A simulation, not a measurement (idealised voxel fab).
This is a process module. Its name is voxel transistor to metal.
270 nm wide, 5 nm square cells: that's cross-section cut.
Cross-section spec: square-cell grid; bands listed top down; each band is one or more rows. This entry defines a band. It first specifies the height of the band's top and the height of its bottom in nm, and then specifies the band's materials from left to right, stating each material with its width in nm. The word "edge to edge" identifies a single material that fills the band from edge to edge, while the word "air" identifies empty space. Where do heights start? At 0: under that level the wafer as delivered is made of one material only. And the lowest band has no floor; it just carries on downward, as in "0 -> down". Read "30->40" as a graded width: first number on top, second number at the bottom, same change between each pair of neighbouring rows. Any step labelled "remains unaltered" changed none of the cells in the cross-section. You'll see "Sealed void listing" listing empty spaces that have no way open to the top, as long as they're 8 cells or more; the notation is width x height at distance, where the distance is from the left edge, and all of it is in nm. Read whatever lies past the settings on a step's line as the simulator's own remark about the step. "overlay nm" on a masked step: distance the mask lay right of its planned place, negative for left.

## The planned process steps are enumerated hereunder
1 RECEIVE with material Si
2 CONFORMAL_DEP with material SiO2, thk nm 5
3 CONFORMAL_DEP with material SiN, thk nm 15
4 DIRECTIONAL_DEP with material aC, thk nm 10
5 PATTERN with tone cover, mask id ACTIVE, material resist, width nm 105, pitch nm 135, thk nm 25, overlay nm 0
6 DIRECTIONAL_ETCH with etch materials aC, depth nm 10
7 STRIP with etch materials resist
8 DIRECTIONAL_ETCH with etch materials SiN, depth nm 15
9 DIRECTIONAL_ETCH with etch materials SiO2, depth nm 5
10 DIRECTIONAL_ETCH with etch materials Si, depth nm 20
11 STRIP with etch materials aC
12 FILL_DEP with material SiO2, thk nm 5
13 CMP with height nm 20
14 SELECTIVE_ETCH with etch materials SiO2, depth nm 10
15 STRIP with etch materials SiN
16 SELECTIVE_ETCH with etch materials SiO2, depth nm 5
17 OXIDIZE with depth nm 5
18 DIRECTIONAL_DEP with material polySi, thk nm 30
19 DIRECTIONAL_DEP with material SiCN, thk nm 10
20 MASKED_ETCH with tone cover, mask id GATE, width nm 15, pitch nm 135, etch materials SiCN, depth nm 20, overlay nm 0
21 MASKED_ETCH with tone cover, mask id GATE, width nm 15, pitch nm 135, etch materials polySi, depth nm 40, overlay nm 0
22 CONFORMAL_DEP with material SiN, thk nm 10
23 DIRECTIONAL_ETCH with etch materials SiN, depth nm 10
24 DIRECTIONAL_ETCH with etch materials SiO2, depth nm 5
25 DIRECTIONAL_ETCH with etch materials Si, depth nm 10
26 EPI with material nSi, thk nm 10
27 FILL_DEP with material SiO2, thk nm 10
28 CMP with height nm 40
29 DIRECTIONAL_DEP with material SiO2, thk nm 10
30 PATTERN with tone open, mask id CONTACT, material resist, width nm 30, thk nm 15, overlay nm 0
31 DIRECTIONAL_ETCH with etch materials SiO2, depth nm 55
32 STRIP with etch materials resist
33 CONFORMAL_DEP with material TiN, thk nm 5
34 FILL_DEP with material W, thk nm 5
35 CMP with height nm 50
36 CONFORMAL_DEP with material SiCN, thk nm 5
37 DIRECTIONAL_DEP with material lowk, thk nm 20
38 PATTERN with tone open, mask id METAL_1, material resist, width nm 15, thk nm 20, overlay nm 0
39 DIRECTIONAL_ETCH with etch materials lowk, depth nm 20
40 DIRECTIONAL_ETCH with etch materials SiCN, depth nm 5
41 STRIP with etch materials resist
42 CONFORMAL_DEP with material TiN, thk nm 5
43 FILL_DEP with material Cu, thk nm 5
44 CMP with height nm 75
45 EPI with material Ru, thk nm 5
46 FILL_DEP with material SiCN, thk nm 5

## Shown in cross-section is the wafer as received, that is, as it stands after step 1
* 0 -> down | Si edge to edge
* Sealed void listing: none

## First wafer of two, sectioned at end of module; run went per plan
* 85 -> 80 | SiCN edge to edge
* 80 -> 75 | 20 of SiCN | 25 of Ru | 45 of SiCN | 25 of Ru | 40 of SiCN | 25 of Ru | 45 of SiCN | 25 of Ru | 20 of SiCN
* 75 -> 55 | 25 of lowk | 5 of TiN | 5 of Cu | 5 of TiN | 55 of lowk | 5 of TiN | 5 of Cu | 5 of TiN | 50 of lowk | 5 of TiN | 5 of Cu | 5 of TiN | 55 of lowk | 5 of TiN | 5 of Cu | 5 of TiN | 25 of lowk
* 55 -> 50 | 25 of SiCN | 15 of TiN | 55 of SiCN | 15 of TiN | 50 of SiCN | 15 of TiN | 55 of SiCN | 15 of TiN | 25 of SiCN
* 50 -> 40 | 25 of SiO2 | 5 of TiN | 20->15 of W | 5->10 of TiN | 25 of SiO2 | 5->10 of TiN | 20->15 of W | 5 of TiN | 50 of SiO2 | 5 of TiN | 20->15 of W | 5->10 of TiN | 25 of SiO2 | 5->10 of TiN | 20->15 of W | 5 of TiN | 25 of SiO2
* 40 -> 30 | 25 of SiO2 | 5 of TiN | 15 of W | 5 of TiN | 10 of SiN | 15 of SiCN | 10 of SiN | 5 of TiN | 15 of W | 5 of TiN | 50 of SiO2 | 5 of TiN | 15 of W | 5 of TiN | 10 of SiN | 15 of SiCN | 10 of SiN | 5 of TiN | 15 of W | 5 of TiN | 25 of SiO2
* 30 -> 10 | 25 of SiO2 | 5 of TiN | 15 of W | 5 of TiN | 10 of SiN | 15 of polySi | 10 of SiN | 5 of TiN | 15 of W | 5 of TiN | 50 of SiO2 | 5 of TiN | 15 of W | 5 of TiN | 10 of SiN | 15 of polySi | 10 of SiN | 5 of TiN | 15 of W | 5 of TiN | 25 of SiO2
* 10 -> 5 | 25 of SiO2 | 25 of TiN | 10 of SiN | 15 of polySi | 10 of SiN | 25 of TiN | 50 of SiO2 | 25 of TiN | 10 of SiN | 15 of polySi | 10 of SiN | 25 of TiN | 25 of SiO2
* 5 -> 0 | 10 of SiO2 | 10 of SiN | 10 of nSi | 10 of TiN | 10 of nSi | 10 of SiN | 15 of polySi | 10 of SiN | 10 of nSi | 10 of TiN | 10 of nSi | 10 of SiN | 20 of SiO2 | 10 of SiN | 10 of nSi | 10 of TiN | 10 of nSi | 10 of SiN | 15 of polySi | 10 of SiN | 10 of nSi | 10 of TiN | 10 of nSi | 10 of SiN | 10 of SiO2
* 0 -> -5 | 20 of SiO2 | 10 of nSi | 10 of TiN | 10 of nSi | 35 of SiO2 | 10 of nSi | 10 of TiN | 10 of nSi | 40 of SiO2 | 10 of nSi | 10 of TiN | 10 of nSi | 35 of SiO2 | 10 of nSi | 10 of TiN | 10 of nSi | 20 of SiO2
* -5 -> -15 | 15 of SiO2 | 5 of Si | 30 of nSi | 35 of Si | 30 of nSi | 5 of Si | 30 of SiO2 | 5 of Si | 30 of nSi | 35 of Si | 30 of nSi | 5 of Si | 15 of SiO2
* -15 -> -20 | 15 of SiO2 | 105 of Si | 30 of SiO2 | 105 of Si | 15 of SiO2
* -20 -> down | Si edge to edge
* Sealed void listing: none

## Second wafer cross-section at end of module - shared start and plan with the first, one mistake in the run
* 85 -> 80 | SiCN edge to edge
* 80 -> 75 | 20 of SiCN | 25 of Ru | 45 of SiCN | 25 of Ru | 40 of SiCN | 25 of Ru | 45 of SiCN | 25 of Ru | 20 of SiCN
* 75 -> 55 | 25 of lowk | 5 of TiN | 5 of Cu | 5 of TiN | 55 of lowk | 5 of TiN | 5 of Cu | 5 of TiN | 50 of lowk | 5 of TiN | 5 of Cu | 5 of TiN | 55 of lowk | 5 of TiN | 5 of Cu | 5 of TiN | 25 of lowk
* 55 -> 50 | 25 of SiCN | 15 of TiN | 55 of SiCN | 15 of TiN | 50 of SiCN | 15 of TiN | 55 of SiCN | 15 of TiN | 25 of SiCN
* 50 -> 40 | 25 of SiO2 | 5 of TiN | 20->15 of W | 5->10 of TiN | 25 of SiO2 | 5->10 of TiN | 20->15 of W | 5 of TiN | 50 of SiO2 | 5 of TiN | 20->15 of W | 5->10 of TiN | 25 of SiO2 | 5->10 of TiN | 20->15 of W | 5 of TiN | 25 of SiO2
* 40 -> 30 | 25 of SiO2 | 5 of TiN | 15 of W | 5 of TiN | 10 of SiN | 15 of SiCN | 10 of SiN | 5 of TiN | 15 of W | 5 of TiN | 50 of SiO2 | 5 of TiN | 15 of W | 5 of TiN | 10 of SiN | 15 of SiCN | 10 of SiN | 5 of TiN | 15 of W | 5 of TiN | 25 of SiO2
* 30 -> 10 | 25 of SiO2 | 5 of TiN | 15 of W | 5 of TiN | 10 of SiN | 15 of polySi | 10 of SiN | 5 of TiN | 15 of W | 5 of TiN | 50 of SiO2 | 5 of TiN | 15 of W | 5 of TiN | 10 of SiN | 15 of polySi | 10 of SiN | 5 of TiN | 15 of W | 5 of TiN | 25 of SiO2
* 10 -> 5 | 25 of SiO2 | 5 of TiN | 5 of W | 15 of TiN | 10 of SiN | 15 of polySi | 10 of SiN | 15 of TiN | 5 of W | 5 of TiN | 50 of SiO2 | 5 of TiN | 5 of W | 15 of TiN | 10 of SiN | 15 of polySi | 10 of SiN | 15 of TiN | 5 of W | 5 of TiN | 25 of SiO2
* 5 -> 0 | 10 of SiO2 | 10 of SiN | 5 of SiO2 | 15 of TiN | 10 of nSi | 10 of SiN | 15 of polySi | 10 of SiN | 10 of nSi | 15 of TiN | 5 of SiO2 | 10 of SiN | 20 of SiO2 | 10 of SiN | 5 of SiO2 | 15 of TiN | 10 of nSi | 10 of SiN | 15 of polySi | 10 of SiN | 10 of nSi | 15 of TiN | 5 of SiO2 | 10 of SiN | 10 of SiO2
* 0 -> -5 | 10 of SiO2 | 5 of SiN | 5 of SiO2 | 10 of nSi | 10 of TiN | 10 of nSi | 35 of SiO2 | 10 of nSi | 10 of TiN | 10 of nSi | 5 of SiO2 | 5 of SiN | 20 of SiO2 | 5 of SiN | 5 of SiO2 | 10 of nSi | 10 of TiN | 10 of nSi | 35 of SiO2 | 10 of nSi | 10 of TiN | 10 of nSi | 5 of SiO2 | 5 of SiN | 10 of SiO2
* -5 -> -10 | 20 of SiO2 | 30 of nSi | 35 of Si | 30 of nSi | 40 of SiO2 | 30 of nSi | 35 of Si | 30 of nSi | 20 of SiO2
* -10 -> -15 | 15 of SiO2 | 5 of Si | 30 of nSi | 35 of Si | 30 of nSi | 5 of Si | 30 of SiO2 | 5 of Si | 30 of nSi | 35 of Si | 30 of nSi | 5 of Si | 15 of SiO2
* -15 -> -20 | 15 of SiO2 | 105 of Si | 30 of SiO2 | 105 of Si | 15 of SiO2
* -20 -> down | Si edge to edge
* Sealed void listing: none
Nonconformance to the process plan: step 2 in the plan did not get run; it was skipped
Final cells, second wafer relative to first, materials higher or lower: Si -4 | SiN +4 | SiO2 +4 | W +4 | nSi -8
